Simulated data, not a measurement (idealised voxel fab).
This section sets out a process module, namely voxel tone inversion.
295 nm wide, 5 nm square cells: that's cross-section cut.
A cross-section is written here as square cells arranged in a grid, and it is given in bands from the top down, each band taking up one or more rows of cells.
Read a band's entry like this: the first values are the height of its top and the height of its bottom in nm, and what follows is the sequence of materials from left to right, each with its width in nm. Note that "air" is empty space, and that a single material marked "full width" reaches across the band from edge to edge.
The level at which height equals 0 is the one under which the wafer, as it arrives, is entirely one material. No lower edge exists for the bottom band, which continues downward and is notated as in "top 0, no bottom".
Quick explanation for "30 to 40": the width changes in equal steps down the rows of cells, from the first number in the band's top row to the second number in its bottom row.
The cross-section has no changed cell in any step marked "remained the same".
"Fully enclosed voids" contains a list of empty spaces, each no smaller than 8 cells and without an open way to the top, written in the form width x height at distance with the distance from the left edge and all three in nm.
Note: text after step settings on the step line = simulator remark on that step.
A step's line can hold "overlay nm"; with a mask on that step, the setting says how far right of the planned place the mask lay, while a negative setting says it lay to the left.
The process steps that were planned are listed below
1) RECEIVE,material Si
2) CONFORMAL_DEP,material SiN,thk nm 5
3) DIRECTIONAL_DEP,material polySi,thk nm 20
4) PATTERN,tone cover,mask id POSTS,material resist,width nm 25,pitch nm 55,thk nm 25,overlay nm 0
5) DIRECTIONAL_ETCH,etch materials polySi,depth nm 20
6) STRIP,etch materials resist
7) FILL_DEP,material lowk,thk nm 5
8) CMP,height nm 25
9) STRIP,etch materials polySi
10) CONFORMAL_DEP,material TiN,thk nm 5
11) FILL_DEP,material Cu,thk nm 10
12) CMP,height nm 25
13) CONFORMAL_DEP,material SiCN,thk nm 5
Incoming wafer in cross-section (state: after step 1)
top 0, no bottom | Si full width
Fully enclosed voids: none
Post-module cross-section: identical start and plan to those above, one misstep in execution
top 30, bottom 25 | SiCN full width
top 25, bottom 20 | lowk full width
top 20, bottom 0 | lowk: 80  polySi: 25  lowk: 30  polySi: 25  lowk: 30  polySi: 25  lowk: 80
top 0, no bottom | Si full width
Fully enclosed voids: none
The mistake made against the process plan was this: step 2 of the plan was jumped over and never run
